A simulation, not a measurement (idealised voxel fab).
Title: Process Module voxel air gaps
It is cross-section cut that appears here, measuring 250 nm in width, its square cells being 5 nm in size.
We lay out every cross-section as a grid of square cells and spell it out in bands from the top down, where one band means one or more rows of cells. This entry defines a band. It first specifies the height of the band's top and the height of its bottom in nm, and then specifies the band's materials from left to right, stating each material with its width in nm. The word "everywhere" identifies a single material that fills the band from edge to edge, while the word "empty" identifies empty space. Zero point of the height axis is 0; under it, received wafer = one material. Lowest band: continues down indefinitely, "z 0 and below". Width: "30->40" (first number = top row, second number = bottom row, same change from row to row of cells). "remained unchanged" -> step changed no cross-section cell. Entry "Enclosed void list" = empty spaces >= 8 cells with no open way to the top; each as width x height at distance, distance from left edge, all nm. It should be noted that, on the line of a given step, the content following the step's settings is a remark produced by the simulator itself with respect to that step. "overlay nm" answers the question of how far to the right of plan the mask lay on a step that has a mask, and when it is negative the answer is to the left.
### Listed below are the process steps as planned
1,op RECEIVE | material Si
2,op CONFORMAL_DEP | material SiO2 | thk nm 10
3,op CONFORMAL_DEP | material SiN | thk nm 5
4,op DIRECTIONAL_DEP | material SiO2 | thk nm 35
5,op DIRECTIONAL_DEP | material aC | thk nm 10
6,op PATTERN | tone open | mask id LINES | material resist | width nm 15 | pitch nm 45 | thk nm 25 | overlay nm 0
7,op DIRECTIONAL_ETCH | etch materials aC | depth nm 10
8,op STRIP | etch materials resist
9,op DIRECTIONAL_ETCH | etch materials SiO2 | depth nm 35
10,op STRIP | etch materials aC
11,op CONFORMAL_DEP | material TiN | thk nm 5
12,op FILL_DEP | material W | thk nm 5
13,op CMP | height nm 50
14,op EPI | material Ru | thk nm 10
15,op SELECTIVE_ETCH | etch materials SiO2 | depth nm 45
16,op CONFORMAL_DEP | material SiN | thk nm 5
### As-received state of the wafer in cross-section, equivalent to post-step 1
    z 0 and below: Si everywhere
    Enclosed void list: none
### Cross-section, first of two wafers, end of module, run as planned
    z 65 to 60: empty 55 nm, then SiN 135 nm, then empty 60 nm
    z 60 to 50: empty 55 nm, then SiN 5 nm, then Ru 35 nm, then SiN 10 nm, then Ru 35 nm, then SiN 10 nm, then Ru 35 nm, then SiN 5 nm, then empty 60 nm
    z 50 to 45: empty 55 nm, then SiN 15 nm, then TiN 5 nm, then W 5 nm, then TiN 5 nm, then SiN 30 nm, then TiN 5 nm, then W 5 nm, then TiN 5 nm, then SiN 30 nm, then TiN 5 nm, then W 5 nm, then TiN 5 nm, then SiN 15 nm, then empty 60 nm
    z 45 to 20: empty 65 nm, then SiN 5 nm, then TiN 5 nm, then W 5 nm, then TiN 5 nm, then SiN 5 nm, then empty 20 nm, then SiN 5 nm, then TiN 5 nm, then W 5 nm, then TiN 5 nm, then SiN 5 nm, then empty 20 nm, then SiN 5 nm, then TiN 5 nm, then W 5 nm, then TiN 5 nm, then SiN 5 nm, then empty 70 nm
    z 20 to 15: SiN 70 nm, then TiN 15 nm, then SiN 30 nm, then TiN 15 nm, then SiN 30 nm, then TiN 15 nm, then SiN 75 nm
    z 15 to 10: SiN everywhere
    z 10 to 0: SiO2 everywhere
    z 0 and below: Si everywhere
    Enclosed void list: 20 x 25 at 90; 20 x 25 at 135
### End of module, second wafer, cross-section. Started like the first, planned like the first, run with one mistake
    z 65 to 60: empty 55 nm, then SiN 135 nm, then empty 60 nm
    z 60 to 50: empty 55 nm, then SiN 5 nm, then Ru 35 nm, then SiN 10 nm, then Ru 35 nm, then SiN 10 nm, then Ru 35 nm, then SiN 5 nm, then empty 60 nm
    z 50 to 45: empty 55 nm, then SiN 15 nm, then TiN 5 nm, then W 5 nm, then TiN 5 nm, then SiN 30 nm, then TiN 5 nm, then W 5 nm, then TiN 5 nm, then SiN 30 nm, then TiN 5 nm, then W 5 nm, then TiN 5 nm, then SiN 15 nm, then empty 60 nm
    z 45 to 20: empty 65 nm, then SiN 5 nm, then TiN 5 nm, then W 5 nm, then TiN 5 nm, then SiN 5 nm, then empty 20 nm, then SiN 5 nm, then TiN 5 nm, then W 5 nm, then TiN 5 nm, then SiN 5 nm, then empty 20 nm, then SiN 5 nm, then TiN 5 nm, then W 5 nm, then TiN 5 nm, then SiN 5 nm, then empty 70 nm
    z 20 to 15: SiN 70 nm, then TiN 15 nm, then SiN 30 nm, then TiN 15 nm, then SiN 30 nm, then TiN 15 nm, then SiN 75 nm
    z 15 to 10: TiN everywhere
    z 10 to 0: SiO2 everywhere
    z 0 and below: Si everywhere
    Enclosed void list: 20 x 25 at 90; 20 x 25 at 135
Short version of what went wrong: step 3, actual vs plan mismatch, actual run op CONFORMAL_DEP | material TiN | thk nm 5
Once processing is complete, comparing cell counts shows that the second wafer has more or fewer of certain materials than the first: SiN: 50 fewer | TiN: 50 more
